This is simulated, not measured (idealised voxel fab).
Herein follows the process module entitled voxel self aligned vias.
Section shown: cut. Width: 260 nm. Cell size: 5 nm, square.
Cross-section layout: square cells on a grid; listed as bands, top to bottom; a band spans one or more cell rows. Band: top and bottom heights (nm) first, top before bottom; then materials from left to right, widths in nm. "everywhere" marks a sole material filling the band edge to edge. "blank" denotes empty space. Heights are reckoned from 0. Under this level, the received wafer is all of one material. The bottommost band is open-ended downward, for example "0..down". When a width is written as two numbers, as in "30..40", the first number is the width in the top row of cells of the band and the second is the width in its bottom row, and the width changes by the same amount from each row to the next. The designation "remained unchanged", where it is given for a processing step, indicates that no cell of the cross-section was altered in the course of that step. The entry "Internal closed voids" lists the empty spaces that cover at least 8 cells and have no open path to the top. Each is written as width x height at distance, where the distance is measured from the left edge and all three values are in nm. Past the settings on a step's line: simulator remark, on that step. overlay nm, on a step with a mask: how far to the right of its planned place the mask lay; to the left if negative.

**Planned process steps**
1,op RECEIVE | material Si
2,op CONFORMAL_DEP | material SiO2 | thk nm 15
3,op CONFORMAL_DEP | material SiCN | thk nm 5
4,op DIRECTIONAL_DEP | material SiO2 | thk nm 20
5,op DIRECTIONAL_DEP | material aC | thk nm 10
6,op PATTERN | tone open | mask id LINES | material resist | width nm 30 | pitch nm 60 | thk nm 25 | overlay nm 0
7,op DIRECTIONAL_ETCH | etch materials aC | depth nm 10
8,op STRIP | etch materials resist
9,op DIRECTIONAL_ETCH | etch materials SiO2 | depth nm 20
10,op STRIP | etch materials aC
11,op CONFORMAL_DEP | material TiN | thk nm 5
12,op FILL_DEP | material Ru | thk nm 5
13,op CMP | height nm 40
14,op SELECTIVE_ETCH | etch materials W Ru TiN | depth nm 5
15,op FILL_DEP | material SiN | thk nm 10
16,op CMP | height nm 40
17,op DIRECTIONAL_DEP | material SiO2 | thk nm 15
18,op MASKED_ETCH | tone open | mask id VIAS | width nm 40 | pitch nm 120 | etch materials SiO2 | depth nm 15 | overlay nm 0
19,op MASKED_ETCH | tone open | mask id VIAS | width nm 40 | pitch nm 120 | etch materials SiN | depth nm 5 | overlay nm 0
20,op CONFORMAL_DEP | material TiN | thk nm 5
21,op FILL_DEP | material Ru | thk nm 10
22,op CMP | height nm 55
23,op CONFORMAL_DEP | material SiN | thk nm 5

**Delivered wafer in cross-section: state after step 1**
* 0..down | Si everywhere
* Internal closed voids: none

**The first of the two wafers as seen in cross-section once the module was finished; processing followed the plan**
* 60..55 | SiN everywhere
* 55..45 | 50 of SiO2 | 5 of TiN | 30 of Ru | 5 of TiN | 80 of SiO2 | 5 of TiN | 30 of Ru | 5 of TiN | 50 of SiO2
* 45..40 | 50 of SiO2 | 10 of TiN | 20 of Ru | 10 of TiN | 80 of SiO2 | 10 of TiN | 20 of Ru | 10 of TiN | 50 of SiO2
* 40..35 | 55 of SiO2 | 30 of TiN | 30 of SiO2 | 30 of SiN | 30 of SiO2 | 30 of TiN | 55 of SiO2
* 35..25 | 55 of SiO2 | 5 of TiN | 20 of Ru | 5 of TiN | 30 of SiO2 | 5 of TiN | 20 of Ru | 5 of TiN | 30 of SiO2 | 5 of TiN | 20 of Ru | 5 of TiN | 55 of SiO2
* 25..20 | 55 of SiO2 | 30 of TiN | 30 of SiO2 | 30 of TiN | 30 of SiO2 | 30 of TiN | 55 of SiO2
* 20..15 | SiCN everywhere
* 15..0 | SiO2 everywhere
* 0..down | Si everywhere
* Internal closed voids: none

**Presented here is a cross-section of the second of the two wafers as it stood at the end of the module. It was started in the same manner and assigned the same plan as the first wafer; however, one mistake was made in its execution**
* 60..55 | SiN everywhere
* 55..45 | 50 of SiO2 | 5 of TiN | 30 of Ru | 5 of TiN | 80 of SiO2 | 5 of TiN | 30 of Ru | 5 of TiN | 50 of SiO2
* 45..40 | 50 of SiO2 | 5 of TiN | 15 of Ru | 20 of TiN | 80 of SiO2 | 5 of TiN | 15 of Ru | 20 of TiN | 50 of SiO2
* 40..35 | 45 of SiO2 | 5 of SiN | 25 of TiN | 30 of SiO2 | 30 of SiN | 30 of SiO2 | 5 of SiN | 25 of TiN | 65 of SiO2
* 35..25 | 45 of SiO2 | 5 of TiN | 20 of Ru | 5 of TiN | 30 of SiO2 | 5 of TiN | 20 of Ru | 5 of TiN | 30 of SiO2 | 5 of TiN | 20 of Ru | 5 of TiN | 65 of SiO2
* 25..20 | 45 of SiO2 | 30 of TiN | 30 of SiO2 | 30 of TiN | 30 of SiO2 | 30 of TiN | 65 of SiO2
* 20..15 | SiCN everywhere
* 15..0 | SiO2 everywhere
* 0..down | Si everywhere
* Internal closed voids: none
Diagnosis: step 6 did not use the planned setting and instead ran as op PATTERN | tone open | mask id LINES | material resist | width nm 30 | pitch nm 60 | thk nm 25 | overlay nm -10
at the end the second wafer has, in cells: -2 Ru | +2 SiN
